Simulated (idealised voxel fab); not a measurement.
The document below concerns the process module designated voxel trench capacitor.
Section cut is 210 nm wide and gridded with 5 nm square cells.
We lay out every cross-section as a grid of square cells and spell it out in bands from the top down, where one band means one or more rows of cells. The band entry comprises the height of the band's top followed by the height of its bottom, expressed in nm, and subsequently the band's materials from left to right, each stated together with its width in nm. Where a single material is marked with the word "throughout", that material fills the band from edge to edge. The word "blank" represents empty space. Basically, 0 is our baseline, since under it the wafer straight out of the box is all one material. The bottom band has no lower end and keeps on going down, so it looks like "0..down". The expression "30 to 40" gives the width at the extremes of the band, the first number at its top row of cells and the second at its bottom row, with the width changing by equal amounts from each row to the next in between. It should be understood that the words "nothing changed", when stated for a given step, signify that the cross-section underwent no change in any of its cells during that step. The label "Catalogued sealed voids" introduces a list of the empty spaces, 8 cells or larger, that have no open way up to the top; each entry in it reads width x height at distance, where the distance is taken from the left edge and all three are stated in nm. Whatever follows a step's settings on its line is a remark the simulator itself makes about that step. Steps that use a mask can have "overlay nm" on their line. It says how far the mask sat to the right of where it was meant to be. Negative means to the left.
The steps planned for the process are as follows
1) op RECEIVE | material Si
2) op CONFORMAL_DEP | material SiN | thk nm 5
3) op MASKED_ETCH | tone open | mask id TRENCH | width nm 30 | pitch nm 60 | etch materials SiN | depth nm 5 | overlay nm 0
4) op MASKED_ETCH | tone open | mask id TRENCH | width nm 30 | pitch nm 60 | etch materials Si | depth nm 30 | overlay nm 0
5) op CONFORMAL_DEP | material Al2O3 | thk nm 5
6) op CONFORMAL_DEP | material TiN | thk nm 5
7) op FILL_DEP | material W | thk nm 10
8) op CMP | height nm 5
Incoming wafer, cross-sectional view, post step 1
	0..down | Si throughout
	Catalogued sealed voids: none
First of two wafers: cross-section at end of module, run per plan
	5..0 | SiN 30 nm | Al2O3 5 nm | TiN 5 nm | W 10 nm | TiN 5 nm | Al2O3 5 nm | SiN 30 nm | Al2O3 5 nm | TiN 5 nm | W 10 nm | TiN 5 nm | Al2O3 5 nm | SiN 30 nm | Al2O3 5 nm | TiN 5 nm | W 10 nm | TiN 5 nm | Al2O3 5 nm | SiN 30 nm
	0..-20 | Si 30 nm | Al2O3 5 nm | TiN 5 nm | W 10 nm | TiN 5 nm | Al2O3 5 nm | Si 30 nm | Al2O3 5 nm | TiN 5 nm | W 10 nm | TiN 5 nm | Al2O3 5 nm | Si 30 nm | Al2O3 5 nm | TiN 5 nm | W 10 nm | TiN 5 nm | Al2O3 5 nm | Si 30 nm
	-20..-25 | Si 30 nm | Al2O3 5 nm | TiN 20 nm | Al2O3 5 nm | Si 30 nm | Al2O3 5 nm | TiN 20 nm | Al2O3 5 nm | Si 30 nm | Al2O3 5 nm | TiN 20 nm | Al2O3 5 nm | Si 30 nm
	-25..-30 | Si 30 nm | Al2O3 30 nm | Si 30 nm | Al2O3 30 nm | Si 30 nm | Al2O3 30 nm | Si 30 nm
	-30..down | Si throughout
	Catalogued sealed voids: none
Cross-section, wafer two of two, end of module: same start and plan as wafer one, one error in execution
	-5..-20 | Si 30 nm | Al2O3 5 nm | TiN 5 nm | W 10 nm | TiN 5 nm | Al2O3 5 nm | Si 30 nm | Al2O3 5 nm | TiN 5 nm | W 10 nm | TiN 5 nm | Al2O3 5 nm | Si 30 nm | Al2O3 5 nm | TiN 5 nm | W 10 nm | TiN 5 nm | Al2O3 5 nm | Si 30 nm
	-20..-25 | Si 30 nm | Al2O3 5 nm | TiN 20 nm | Al2O3 5 nm | Si 30 nm | Al2O3 5 nm | TiN 20 nm | Al2O3 5 nm | Si 30 nm | Al2O3 5 nm | TiN 20 nm | Al2O3 5 nm | Si 30 nm
	-25..-30 | Si 30 nm | Al2O3 30 nm | Si 30 nm | Al2O3 30 nm | Si 30 nm | Al2O3 30 nm | Si 30 nm
	-30..down | Si throughout
	Catalogued sealed voids: none
Diagnosis: step 8 was not run as planned; what actually ran was op CMP | height nm -5
End check, counted in cells, second wafer has more or fewer of these materials than the first: Al2O3: 12 fewer; Si: 24 fewer; SiN: 24 fewer; TiN: 12 fewer; W: 12 fewer
